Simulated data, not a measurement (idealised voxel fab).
Proc. module: voxel capacitor over wiring
Section cut is 250 nm wide and gridded with 5 nm square cells.
Each cross-section below is a grid of square cells, stated as bands in top-down order, with one or more rows of cells making up each band.
This entry defines a band. It first specifies the height of the band's top and the height of its bottom in nm, and then specifies the band's materials from left to right, stating each material with its width in nm. The word "edge to edge" identifies a single material that fills the band from edge to edge, while the word "air" identifies empty space.
The reference from which all heights are counted is 0, the level beneath which the as-received wafer is entirely one material; the lowest band, having no lower bound, proceeds downward and is written after the example "0 -> down".
Width "30..40": first value at the band's top row of cells, second value at its bottom row, equal change from row to row.
Given "nothing altered" for a step, no cell of the cross-section differs between before and after that step.
The label "closed voids" introduces a list of the empty spaces, 8 cells or larger, that have no open way up to the top; each entry in it reads width x height at distance, where the distance is taken from the left edge and all three are stated in nm.
Whatever follows a step's settings on its line is a remark the simulator itself makes about that step.
"overlay nm" answers the question of how far to the right of plan the mask lay on a step that has a mask, and when it is negative the answer is to the left.

-- Planned process steps
step 1: RECEIVE [material Si]
step 2: CONFORMAL_DEP [material SiO2] [thk nm 15]
step 3: DIRECTIONAL_DEP [material TiN] [thk nm 5]
step 4: DIRECTIONAL_DEP [material W] [thk nm 20]
step 5: PATTERN [tone cover] [mask id METAL_1] [material resist] [width nm 30] [pitch nm 100] [thk nm 15] [overlay nm 0]
step 6: DIRECTIONAL_ETCH [etch materials W] [depth nm 20]
step 7: DIRECTIONAL_ETCH [etch materials TiN] [depth nm 5]
step 8: STRIP [etch materials resist]
step 9: FILL_DEP [material SiO2] [thk nm 5]
step 10: CMP [height nm 40]
step 11: CONFORMAL_DEP [material SiCN] [thk nm 5]
step 12: DIRECTIONAL_DEP [material SiO2] [thk nm 20]
step 13: PATTERN [tone open] [mask id PLUG_1] [material resist] [width nm 15] [thk nm 15] [overlay nm 0]
step 14: DIRECTIONAL_ETCH [etch materials SiO2] [depth nm 20]
step 15: DIRECTIONAL_ETCH [etch materials SiCN] [depth nm 5]
step 16: STRIP [etch materials resist]
step 17: EPI [material Ru] [thk nm 10]
step 18: EPI [material Ru] [thk nm 10]
step 19: EPI [material Ru] [thk nm 5]
step 20: DIRECTIONAL_DEP [material TiN] [thk nm 10]
step 21: DIRECTIONAL_DEP [material HfO2] [thk nm 5]
step 22: DIRECTIONAL_DEP [material TiN] [thk nm 10]
step 23: DIRECTIONAL_DEP [material aC] [thk nm 15]
step 24: PATTERN [tone cover] [mask id UPPER_PLATE] [material resist] [width nm 75] [thk nm 35] [overlay nm 0]
step 25: DIRECTIONAL_ETCH [etch materials aC] [depth nm 15]
step 26: STRIP [etch materials resist]
step 27: DIRECTIONAL_ETCH [etch materials TiN] [depth nm 10]
step 28: DIRECTIONAL_ETCH [etch materials HfO2] [depth nm 5]
step 29: STRIP [etch materials aC]
step 30: DIRECTIONAL_DEP [material aC] [thk nm 15]
step 31: PATTERN [tone cover] [mask id LOWER_PLATE] [material resist] [width nm 85] [thk nm 35] [overlay nm 0]
step 32: DIRECTIONAL_ETCH [etch materials aC] [depth nm 15]
step 33: STRIP [etch materials resist]
step 34: DIRECTIONAL_ETCH [etch materials TiN] [depth nm 10]
step 35: STRIP [etch materials aC]
step 36: FILL_DEP [material SiO2] [thk nm 15]
step 37: CMP [height nm 100]
step 38: DIRECTIONAL_DEP [material aC] [thk nm 15]
step 39: PATTERN [tone open] [mask id PLUG_2] [material resist] [width nm 15] [thk nm 30] [overlay nm 0]
step 40: DIRECTIONAL_ETCH [etch materials aC] [depth nm 15]
step 41: STRIP [etch materials resist]
step 42: DIRECTIONAL_ETCH [etch materials SiO2] [depth nm 10]
step 43: STRIP [etch materials aC]
step 44: CONFORMAL_DEP [material TiN] [thk nm 5]
step 45: FILL_DEP [material W] [thk nm 5]
step 46: CMP [height nm 100]
step 47: CONFORMAL_DEP [material SiCN] [thk nm 5]

-- Incoming wafer, cross-sectional view, post step 1
	0 -> down = Si edge to edge
	closed voids: none

-- The module was run from the start shown above using the plan shown above, but one mistake was made doing it; the resulting wafer cross-section is below
	105 -> 100 = SiCN edge to edge
	100 -> 95 = 85 of SiO2  5 of TiN  5 of W  5 of TiN  150 of SiO2
	95 -> 90 = 85 of SiO2  15 of TiN  150 of SiO2
	90 -> 85 = SiO2 edge to edge
	85 -> 75 = 75 of SiO2  75 of TiN  100 of SiO2
	75 -> 65 = 70 of SiO2  85 of TiN  95 of SiO2
	65 -> 45 = 75 of SiO2  15 of Ru  160 of SiO2
	45 -> 40 = 75 of SiCN  15 of Ru  160 of SiCN
	40 -> 20 = 60 of SiO2  30 of W  70 of SiO2  30 of W  60 of SiO2
	20 -> 15 = 60 of SiO2  30 of TiN  70 of SiO2  30 of TiN  60 of SiO2
	15 -> 0 = SiO2 edge to edge
	0 -> down = Si edge to edge
	closed voids: none
In executing the process, a mistake was made relative to the plan: skipped: plan step 21 (never run)
